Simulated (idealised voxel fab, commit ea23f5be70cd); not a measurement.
Name of the process module below: voxel self aligned contacts
The cross-section on display is named cut; it measures 270 nm wide, and its cells are 5 nm squares.
The cross-sections in this document take the form of a grid made of square cells. They are written out as bands, in order from top to bottom. Each band consists of one or more rows of cells.
Band: top height; bottom height; in nm. Then, left to right: material with width in nm, for each material. "everywhere": a single material spanning edge to edge. "empty": empty space.
Height 0 is the level under which the wafer as received is all one material. The lowest band goes on downwards, as in "0 nm and below".
Top row gets the first number, bottom row gets the second, and each row in between changes by the same step: that is how a band width like "30..40" works.
Where a step carries "no modifications", the cross-section came out of it unchanged, cell for cell.
The label "Completely sealed voids" introduces a list of the empty spaces, 8 cells or larger, that have no open way up to the top; each entry in it reads width x height at distance, where the distance is taken from the left edge and all three are stated in nm.
Formally, on a step line, whatever follows the settings is a remark that the simulator itself makes on the step.
What "overlay nm" on a step's line means: if the step has a mask, that mask lay this far to the right of its planned place, or, when the value is negative, to the left.
Below is the list of planned process steps
1,RECEIVE: material Si
2,CONFORMAL_DEP: material SiO2, thk nm 5
3,DIRECTIONAL_DEP: material polySi, thk nm 20
4,DIRECTIONAL_DEP: material SiN, thk nm 20
5,DIRECTIONAL_DEP: material aC, thk nm 15
6,PATTERN: tone cover, mask id GATE, material resist, width nm 25, pitch nm 65, thk nm 30, overlay nm 0
7,DIRECTIONAL_ETCH: etch materials aC, depth nm 15
8,STRIP: etch materials resist
9,DIRECTIONAL_ETCH: etch materials SiN, depth nm 20
10,DIRECTIONAL_ETCH: etch materials polySi, depth nm 20
11,STRIP: etch materials aC
12,CONFORMAL_DEP: material SiN, thk nm 10
13,DIRECTIONAL_ETCH: etch materials SiN, depth nm 10
14,FILL_DEP: material SiO2, thk nm 15
15,CMP: height nm 55
16,MASKED_ETCH: tone open, mask id CONTACT, width nm 50, pitch nm 65, etch materials SiO2, depth nm 55, overlay nm 0
17,CONFORMAL_DEP: material TiN, thk nm 5
18,FILL_DEP: material W, thk nm 5
19,CMP: height nm 55
20,CONFORMAL_DEP: material SiCN, thk nm 5
Account of the first of two wafers, which was processed as intended
Shown in cross-section is the wafer as received, that is, as it stands after step 1
  0 nm and below = Si everywhere
  Completely sealed voids: none
How the wafer stands in section after step 2
  5 nm to 0 nm = SiO2 everywhere
  No changes below 0.
How the wafer stands in section after step 3
  25 nm to 5 nm = polySi everywhere
  No changes below 5.
How the wafer stands in section after step 4
  45 nm to 25 nm = SiN everywhere
  No changes below 25.
How the wafer stands in section after step 5
  60 nm to 45 nm = aC everywhere
  No changes below 45.
How the wafer stands in section after step 6
  90 nm to 60 nm = empty 55 nm  resist 25 nm  empty 40 nm  resist 25 nm  empty 40 nm  resist 25 nm  empty 60 nm
  No changes below 60.
How the wafer stands in section after step 7
  75 nm to 60 nm = empty 55 nm  resist 25 nm  empty 40 nm  resist 25 nm  empty 40 nm  resist 25 nm  empty 60 nm
  60 nm to 45 nm = empty 55 nm  aC 25 nm  empty 40 nm  aC 25 nm  empty 40 nm  aC 25 nm  empty 60 nm
  No changes below 45.
How the wafer stands in section after step 8
  60 nm to 45 nm = empty 55 nm  aC 25 nm  empty 40 nm  aC 25 nm  empty 40 nm  aC 25 nm  empty 60 nm
  No changes below 45.
How the wafer stands in section after step 9
  60 nm to 45 nm = empty 55 nm  aC 25 nm  empty 40 nm  aC 25 nm  empty 40 nm  aC 25 nm  empty 60 nm
  45 nm to 25 nm = empty 55 nm  SiN 25 nm  empty 40 nm  SiN 25 nm  empty 40 nm  SiN 25 nm  empty 60 nm
  No changes below 25.
How the wafer stands in section after step 10
  60 nm to 45 nm = empty 55 nm  aC 25 nm  empty 40 nm  aC 25 nm  empty 40 nm  aC 25 nm  empty 60 nm
  45 nm to 25 nm = empty 55 nm  SiN 25 nm  empty 40 nm  SiN 25 nm  empty 40 nm  SiN 25 nm  empty 60 nm
  25 nm to 5 nm = empty 55 nm  polySi 25 nm  empty 40 nm  polySi 25 nm  empty 40 nm  polySi 25 nm  empty 60 nm
  No changes below 5.
How the wafer stands in section after step 11
  45 nm to 25 nm = empty 55 nm  SiN 25 nm  empty 40 nm  SiN 25 nm  empty 40 nm  SiN 25 nm  empty 60 nm
  No changes below 25.
How the wafer stands in section after step 12
  55 nm to 25 nm = empty 45 nm  SiN 45 nm  empty 20 nm  SiN 45 nm  empty 20 nm  SiN 45 nm  empty 50 nm
  25 nm to 15 nm = empty 45 nm  SiN 10 nm  polySi 25 nm  SiN 10 nm  empty 20 nm  SiN 10 nm  polySi 25 nm  SiN 10 nm  empty 20 nm  SiN 10 nm  polySi 25 nm  SiN 10 nm  empty 50 nm
  15 nm to 5 nm = SiN 55 nm  polySi 25 nm  SiN 40 nm  polySi 25 nm  SiN 40 nm  polySi 25 nm  SiN 60 nm
  No changes below 5.
How the wafer stands in section after step 13
  45 nm to 25 nm = empty 45 nm  SiN 45 nm  empty 20 nm  SiN 45 nm  empty 20 nm  SiN 45 nm  empty 50 nm
  25 nm to 5 nm = empty 45 nm  SiN 10 nm  polySi 25 nm  SiN 10 nm  empty 20 nm  SiN 10 nm  polySi 25 nm  SiN 10 nm  empty 20 nm  SiN 10 nm  polySi 25 nm  SiN 10 nm  empty 50 nm
  No changes below 5.
How the wafer stands in section after step 14
  60 nm to 45 nm = SiO2 everywhere
  45 nm to 25 nm = SiO2 45 nm  SiN 45 nm  SiO2 20 nm  SiN 45 nm  SiO2 20 nm  SiN 45 nm  SiO2 50 nm
  25 nm to 5 nm = SiO2 45 nm  SiN 10 nm  polySi 25 nm  SiN 10 nm  SiO2 20 nm  SiN 10 nm  polySi 25 nm  SiN 10 nm  SiO2 20 nm  SiN 10 nm  polySi 25 nm  SiN 10 nm  SiO2 50 nm
  No changes below 5.
How the wafer stands in section after step 15
  55 nm to 45 nm = SiO2 everywhere
  No changes below 45.
How the wafer stands in section after step 16
  55 nm to 45 nm = SiO2 75 nm  empty 50 nm  SiO2 15 nm  empty 50 nm  SiO2 80 nm
  45 nm to 25 nm = SiO2 45 nm  SiN 45 nm  empty 20 nm  SiN 45 nm  empty 20 nm  SiN 45 nm  SiO2 50 nm
  25 nm to 5 nm = SiO2 45 nm  SiN 10 nm  polySi 25 nm  SiN 10 nm  empty 20 nm  SiN 10 nm  polySi 25 nm  SiN 10 nm  empty 20 nm  SiN 10 nm  polySi 25 nm  SiN 10 nm  SiO2 50 nm
  5 nm to 0 nm = SiO2 90 nm  empty 20 nm  SiO2 45 nm  empty 20 nm  SiO2 95 nm
  No changes below 0.
How the wafer stands in section after step 17
  60 nm to 55 nm = TiN 80 nm  empty 40 nm  TiN 25 nm  empty 40 nm  TiN 85 nm
  55 nm to 45 nm = SiO2 75 nm  TiN 5..20 nm  empty 40..10 nm  TiN 5..20 nm  SiO2 15 nm  TiN 5..20 nm  empty 40..10 nm  TiN 5..20 nm  SiO2 80 nm
  45 nm to 25 nm = SiO2 45 nm  SiN 45 nm  TiN 5 nm  empty 10 nm  TiN 5 nm  SiN 45 nm  TiN 5 nm  empty 10 nm  TiN 5 nm  SiN 45 nm  SiO2 50 nm
  25 nm to 5 nm = SiO2 45 nm  SiN 10 nm  polySi 25 nm  SiN 10 nm  TiN 5 nm  empty 10 nm  TiN 5 nm  SiN 10 nm  polySi 25 nm  SiN 10 nm  TiN 5 nm  empty 10 nm  TiN 5 nm  SiN 10 nm  polySi 25 nm  SiN 10 nm  SiO2 50 nm
  5 nm to 0 nm = SiO2 90 nm  TiN 20 nm  SiO2 45 nm  TiN 20 nm  SiO2 95 nm
  No changes below 0.
How the wafer stands in section after step 18
  65 nm to 60 nm = W everywhere
  60 nm to 55 nm = TiN 80 nm  W 40 nm  TiN 25 nm  W 40 nm  TiN 85 nm
  55 nm to 45 nm = SiO2 75 nm  TiN 5..20 nm  W 40..10 nm  TiN 5..20 nm  SiO2 15 nm  TiN 5..20 nm  W 40..10 nm  TiN 5..20 nm  SiO2 80 nm
  45 nm to 25 nm = SiO2 45 nm  SiN 45 nm  TiN 5 nm  W 10 nm  TiN 5 nm  SiN 45 nm  TiN 5 nm  W 10 nm  TiN 5 nm  SiN 45 nm  SiO2 50 nm
  25 nm to 5 nm = SiO2 45 nm  SiN 10 nm  polySi 25 nm  SiN 10 nm  TiN 5 nm  W 10 nm  TiN 5 nm  SiN 10 nm  polySi 25 nm  SiN 10 nm  TiN 5 nm  W 10 nm  TiN 5 nm  SiN 10 nm  polySi 25 nm  SiN 10 nm  SiO2 50 nm
  No changes below 5.
How the wafer stands in section after step 19
  55 nm to 45 nm = SiO2 75 nm  TiN 5..20 nm  W 40..10 nm  TiN 5..20 nm  SiO2 15 nm  TiN 5..20 nm  W 40..10 nm  TiN 5..20 nm  SiO2 80 nm
  No changes below 45.
How the wafer stands in section after step 20
  60 nm to 55 nm = SiCN everywhere
  No changes below 55.
Wafer two of two - same starting point, same process plan, one mistake in execution; matches wafer one up to and including step 1
Cross-section, second wafer, at the end time the plan gives for step 2: no modifications
Cross-section, second wafer, at the end time the plan gives for step 3
  20 nm to 0 nm = polySi everywhere
  No changes below 0.
Cross-section, second wafer, at the end time the plan gives for step 4
  40 nm to 20 nm = SiN everywhere
  No changes below 20.
Cross-section, second wafer, at the end time the plan gives for step 5
  55 nm to 40 nm = aC everywhere
  No changes below 40.
Cross-section, second wafer, at the end time the plan gives for step 6
  85 nm to 55 nm = empty 55 nm  resist 25 nm  empty 40 nm  resist 25 nm  empty 40 nm  resist 25 nm  empty 60 nm
  No changes below 55.
Cross-section, second wafer, at the end time the plan gives for step 7
  70 nm to 55 nm = empty 55 nm  resist 25 nm  empty 40 nm  resist 25 nm  empty 40 nm  resist 25 nm  empty 60 nm
  55 nm to 40 nm = empty 55 nm  aC 25 nm  empty 40 nm  aC 25 nm  empty 40 nm  aC 25 nm  empty 60 nm
  No changes below 40.
Cross-section, second wafer, at the end time the plan gives for step 8
  55 nm to 40 nm = empty 55 nm  aC 25 nm  empty 40 nm  aC 25 nm  empty 40 nm  aC 25 nm  empty 60 nm
  No changes below 40.
Cross-section, second wafer, at the end time the plan gives for step 9
  55 nm to 40 nm = empty 55 nm  aC 25 nm  empty 40 nm  aC 25 nm  empty 40 nm  aC 25 nm  empty 60 nm
  40 nm to 20 nm = empty 55 nm  SiN 25 nm  empty 40 nm  SiN 25 nm  empty 40 nm  SiN 25 nm  empty 60 nm
  No changes below 20.
Cross-section, second wafer, at the end time the plan gives for step 10
  55 nm to 40 nm = empty 55 nm  aC 25 nm  empty 40 nm  aC 25 nm  empty 40 nm  aC 25 nm  empty 60 nm
  40 nm to 20 nm = empty 55 nm  SiN 25 nm  empty 40 nm  SiN 25 nm  empty 40 nm  SiN 25 nm  empty 60 nm
  20 nm to 0 nm = empty 55 nm  polySi 25 nm  empty 40 nm  polySi 25 nm  empty 40 nm  polySi 25 nm  empty 60 nm
  No changes below 0.
Cross-section, second wafer, at the end time the plan gives for step 11
  40 nm to 20 nm = empty 55 nm  SiN 25 nm  empty 40 nm  SiN 25 nm  empty 40 nm  SiN 25 nm  empty 60 nm
  No changes below 20.
Cross-section, second wafer, at the end time the plan gives for step 12
  50 nm to 20 nm = empty 45 nm  SiN 45 nm  empty 20 nm  SiN 45 nm  empty 20 nm  SiN 45 nm  empty 50 nm
  20 nm to 10 nm = empty 45 nm  SiN 10 nm  polySi 25 nm  SiN 10 nm  empty 20 nm  SiN 10 nm  polySi 25 nm  SiN 10 nm  empty 20 nm  SiN 10 nm  polySi 25 nm  SiN 10 nm  empty 50 nm
  10 nm to 0 nm = SiN 55 nm  polySi 25 nm  SiN 40 nm  polySi 25 nm  SiN 40 nm  polySi 25 nm  SiN 60 nm
  No changes below 0.
Cross-section, second wafer, at the end time the plan gives for step 13
  40 nm to 20 nm = empty 45 nm  SiN 45 nm  empty 20 nm  SiN 45 nm  empty 20 nm  SiN 45 nm  empty 50 nm
  20 nm to 0 nm = empty 45 nm  SiN 10 nm  polySi 25 nm  SiN 10 nm  empty 20 nm  SiN 10 nm  polySi 25 nm  SiN 10 nm  empty 20 nm  SiN 10 nm  polySi 25 nm  SiN 10 nm  empty 50 nm
  No changes below 0.
Cross-section, second wafer, at the end time the plan gives for step 14
  55 nm to 40 nm = SiO2 everywhere
  40 nm to 20 nm = SiO2 45 nm  SiN 45 nm  SiO2 20 nm  SiN 45 nm  SiO2 20 nm  SiN 45 nm  SiO2 50 nm
  20 nm to 0 nm = SiO2 45 nm  SiN 10 nm  polySi 25 nm  SiN 10 nm  SiO2 20 nm  SiN 10 nm  polySi 25 nm  SiN 10 nm  SiO2 20 nm  SiN 10 nm  polySi 25 nm  SiN 10 nm  SiO2 50 nm
  No changes below 0.
Cross-section, second wafer, at the end time the plan gives for step 15: no modifications
Cross-section, second wafer, at the end time the plan gives for step 16
  55 nm to 40 nm = SiO2 75 nm  empty 50 nm  SiO2 15 nm  empty 50 nm  SiO2 80 nm
  40 nm to 20 nm = SiO2 45 nm  SiN 45 nm  empty 20 nm  SiN 45 nm  empty 20 nm  SiN 45 nm  SiO2 50 nm
  20 nm to 0 nm = SiO2 45 nm  SiN 10 nm  polySi 25 nm  SiN 10 nm  empty 20 nm  SiN 10 nm  polySi 25 nm  SiN 10 nm  empty 20 nm  SiN 10 nm  polySi 25 nm  SiN 10 nm  SiO2 50 nm
  No changes below 0.
Cross-section, second wafer, at the end time the plan gives for step 17
  60 nm to 55 nm = TiN 80 nm  empty 40 nm  TiN 25 nm  empty 40 nm  TiN 85 nm
  55 nm to 45 nm = SiO2 75 nm  TiN 5 nm  empty 40 nm  TiN 5 nm  SiO2 15 nm  TiN 5 nm  empty 40 nm  TiN 5 nm  SiO2 80 nm
  45 nm to 40 nm = SiO2 75 nm  TiN 20 nm  empty 10 nm  TiN 20 nm  SiO2 15 nm  TiN 20 nm  empty 10 nm  TiN 20 nm  SiO2 80 nm
  40 nm to 20 nm = SiO2 45 nm  SiN 45 nm  TiN 5 nm  empty 10 nm  TiN 5 nm  SiN 45 nm  TiN 5 nm  empty 10 nm  TiN 5 nm  SiN 45 nm  SiO2 50 nm
  20 nm to 5 nm = SiO2 45 nm  SiN 10 nm  polySi 25 nm  SiN 10 nm  TiN 5 nm  empty 10 nm  TiN 5 nm  SiN 10 nm  polySi 25 nm  SiN 10 nm  TiN 5 nm  empty 10 nm  TiN 5 nm  SiN 10 nm  polySi 25 nm  SiN 10 nm  SiO2 50 nm
  5 nm to 0 nm = SiO2 45 nm  SiN 10 nm  polySi 25 nm  SiN 10 nm  TiN 20 nm  SiN 10 nm  polySi 25 nm  SiN 10 nm  TiN 20 nm  SiN 10 nm  polySi 25 nm  SiN 10 nm  SiO2 50 nm
  No changes below 0.
Cross-section, second wafer, at the end time the plan gives for step 18
  65 nm to 60 nm = W everywhere
  60 nm to 55 nm = TiN 80 nm  W 40 nm  TiN 25 nm  W 40 nm  TiN 85 nm
  55 nm to 45 nm = SiO2 75 nm  TiN 5 nm  W 40 nm  TiN 5 nm  SiO2 15 nm  TiN 5 nm  W 40 nm  TiN 5 nm  SiO2 80 nm
  45 nm to 40 nm = SiO2 75 nm  TiN 20 nm  W 10 nm  TiN 20 nm  SiO2 15 nm  TiN 20 nm  W 10 nm  TiN 20 nm  SiO2 80 nm
  40 nm to 20 nm = SiO2 45 nm  SiN 45 nm  TiN 5 nm  W 10 nm  TiN 5 nm  SiN 45 nm  TiN 5 nm  W 10 nm  TiN 5 nm  SiN 45 nm  SiO2 50 nm
  20 nm to 5 nm = SiO2 45 nm  SiN 10 nm  polySi 25 nm  SiN 10 nm  TiN 5 nm  W 10 nm  TiN 5 nm  SiN 10 nm  polySi 25 nm  SiN 10 nm  TiN 5 nm  W 10 nm  TiN 5 nm  SiN 10 nm  polySi 25 nm  SiN 10 nm  SiO2 50 nm
  No changes below 5.
Cross-section, second wafer, at the end time the plan gives for step 19
  55 nm to 45 nm = SiO2 75 nm  TiN 5 nm  W 40 nm  TiN 5 nm  SiO2 15 nm  TiN 5 nm  W 40 nm  TiN 5 nm  SiO2 80 nm
  No changes below 45.
Cross-section, second wafer, at the end time the plan gives for step 20
  60 nm to 55 nm = SiCN everywhere
  No changes below 55.
Plan not followed: it should be noted that step 2 of the plan was omitted and was not performed
at the end the second wafer has, in cells: -12 SiO2; +12 W
